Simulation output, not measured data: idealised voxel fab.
Herein follows the process module entitled voxel wiring stack.
Cross-section cut: width 230 nm, square cells of 5 nm.
This document writes a cross-section as a grid whose cells are square, and gives it as bands, listed from the top down; one or more rows of cells form a band.
The band entry comprises the height of the band's top followed by the height of its bottom, expressed in nm, and subsequently the band's materials from left to right, each stated together with its width in nm. Where a single material is marked with the word "edge to edge", that material fills the band from edge to edge. The word "blank" represents empty space.
Counting heights begins at 0, where everything beneath is, in the wafer as received, one material. The lowest band has no bottom; it goes on downwards, as "0 -> down" shows.
The width entry "30..40" should be interpreted row by row: the top row of cells in the band takes the first number, the bottom row takes the second number, and the change between adjacent rows is uniform throughout.
"no change" means the step left every cell of the cross-section as it was.
Look at "Closed void inventory" for the closed voids: empty spaces with no open path to the top, sized 8 cells or up. Each is width x height at distance, distance from the left edge, all nm.
Text after the settings on a step's line: the simulator's own remark on that step.
Among the settings permitted on a step's line is "overlay nm"; applied to a step with a mask, it specifies the extent to which the mask lay to the right of its planned position, whereas a negative figure signifies a position to the left.

**Set out below are the planned steps of the process**
step 1: RECEIVE,material Si
step 2: CONFORMAL_DEP,material SiO2,thk nm 10
step 3: CONFORMAL_DEP,material SiCN,thk nm 5
step 4: DIRECTIONAL_DEP,material lowk,thk nm 25
step 5: DIRECTIONAL_DEP,material aC,thk nm 10
step 6: PATTERN,tone open,mask id METAL_1,material resist,width nm 30,pitch nm 45,thk nm 25,overlay nm 0
step 7: DIRECTIONAL_ETCH,etch materials aC,depth nm 10
step 8: STRIP,etch materials resist
step 9: DIRECTIONAL_ETCH,etch materials lowk,depth nm 25
step 10: DIRECTIONAL_ETCH,etch materials SiCN,depth nm 5
step 11: STRIP,etch materials aC
step 12: CONFORMAL_DEP,material TiN,thk nm 5
step 13: FILL_DEP,material Cu,thk nm 5
step 14: CMP,height nm 40
step 15: CONFORMAL_DEP,material SiCN,thk nm 5
step 16: DIRECTIONAL_DEP,material SiO2,thk nm 30
step 17: MASKED_ETCH,tone open,mask id METAL_2,width nm 30,pitch nm 45,etch materials SiO2,depth nm 20,overlay nm 0
step 18: DIRECTIONAL_DEP,material aC,thk nm 15
step 19: PATTERN,tone open,mask id METAL_2_HOLES,material resist,width nm 15,pitch nm 45,thk nm 30,overlay nm 0
step 20: DIRECTIONAL_ETCH,etch materials aC,depth nm 15
step 21: STRIP,etch materials resist
step 22: DIRECTIONAL_ETCH,etch materials SiO2,depth nm 10
step 23: DIRECTIONAL_ETCH,etch materials SiCN,depth nm 5
step 24: STRIP,etch materials aC
step 25: CONFORMAL_DEP,material TiN,thk nm 5
step 26: FILL_DEP,material Cu,thk nm 10
step 27: CMP,height nm 75
step 28: CONFORMAL_DEP,material SiCN,thk nm 5
step 29: DIRECTIONAL_DEP,material lowk,thk nm 30
step 30: MASKED_ETCH,tone open,mask id METAL_3,width nm 30,pitch nm 45,etch materials lowk,depth nm 20,overlay nm 0
step 31: DIRECTIONAL_DEP,material aC,thk nm 15
step 32: PATTERN,tone open,mask id METAL_3_HOLES,material resist,width nm 15,pitch nm 45,thk nm 30,overlay nm 0
step 33: DIRECTIONAL_ETCH,etch materials aC,depth nm 15
step 34: STRIP,etch materials resist
step 35: DIRECTIONAL_ETCH,etch materials lowk,depth nm 10
step 36: DIRECTIONAL_ETCH,etch materials SiCN,depth nm 5
step 37: STRIP,etch materials aC
step 38: CONFORMAL_DEP,material TiN,thk nm 5
step 39: FILL_DEP,material Ru,thk nm 5
step 40: CMP,height nm 110
step 41: CONFORMAL_DEP,material SiCN,thk nm 5

**Step 1 complete: cross-section of the wafer as received**
0 -> down: Si edge to edge
Closed void inventory: none

**Wafer cross-section at end of module: start and plan as shown above, one execution error**
115 -> 110: SiCN edge to edge
110 -> 95: lowk: 30, TiN: 5, Ru: 20, TiN: 5, lowk: 15, TiN: 5, Ru: 20, TiN: 5, lowk: 15, TiN: 5, Ru: 20, TiN: 5, lowk: 15, TiN: 5, Ru: 20, TiN: 5, lowk: 35
95 -> 90: lowk: 30, TiN: 5, Ru: 5, TiN: 20, lowk: 15, TiN: 5, Ru: 5, TiN: 20, lowk: 15, TiN: 5, Ru: 5, TiN: 20, lowk: 15, TiN: 5, Ru: 5, TiN: 20, lowk: 35
90 -> 80: lowk: 30, TiN: 5, Ru: 5, TiN: 5, lowk: 30, TiN: 5, Ru: 5, TiN: 5, lowk: 30, TiN: 5, Ru: 5, TiN: 5, lowk: 30, TiN: 5, Ru: 5, TiN: 5, lowk: 50
80 -> 75: SiCN: 30, TiN: 15, SiCN: 30, TiN: 15, SiCN: 30, TiN: 15, SiCN: 30, TiN: 15, SiCN: 50
75 -> 60: SiO2: 30, TiN: 5, Cu: 20, TiN: 5, SiO2: 15, TiN: 5, Cu: 20, TiN: 5, SiO2: 15, TiN: 5, Cu: 20, TiN: 5, SiO2: 15, TiN: 5, Cu: 20, TiN: 5, SiO2: 35
60 -> 55: SiO2: 30, TiN: 5, Cu: 5, TiN: 20, SiO2: 15, TiN: 5, Cu: 5, TiN: 20, SiO2: 15, TiN: 5, Cu: 5, TiN: 20, SiO2: 15, TiN: 5, Cu: 5, TiN: 20, SiO2: 35
55 -> 45: SiO2: 30, TiN: 5, Cu: 5, TiN: 5, SiO2: 30, TiN: 5, Cu: 5, TiN: 5, SiO2: 30, TiN: 5, Cu: 5, TiN: 5, SiO2: 30, TiN: 5, Cu: 5, TiN: 5, SiO2: 50
45 -> 40: SiCN: 30, TiN: 15, SiCN: 30, TiN: 15, SiCN: 30, TiN: 15, SiCN: 30, TiN: 15, SiCN: 50
40 -> 35: Cu edge to edge
35 -> 30: TiN: 35, Cu: 20, TiN: 25, Cu: 20, TiN: 25, Cu: 20, TiN: 25, Cu: 20, TiN: 40
30 -> 5: lowk: 30, TiN: 5, Cu: 20, TiN: 5, lowk: 15, TiN: 5, Cu: 20, TiN: 5, lowk: 15, TiN: 5, Cu: 20, TiN: 5, lowk: 15, TiN: 5, Cu: 20, TiN: 5, lowk: 35
5 -> 0: SiCN: 30, TiN: 30, SiCN: 15, TiN: 30, SiCN: 15, TiN: 30, SiCN: 15, TiN: 30, SiCN: 35
0 -> down: Si edge to edge
Closed void inventory: none
Here's what went sideways: step 2 of the plan was excluded from execution and never run
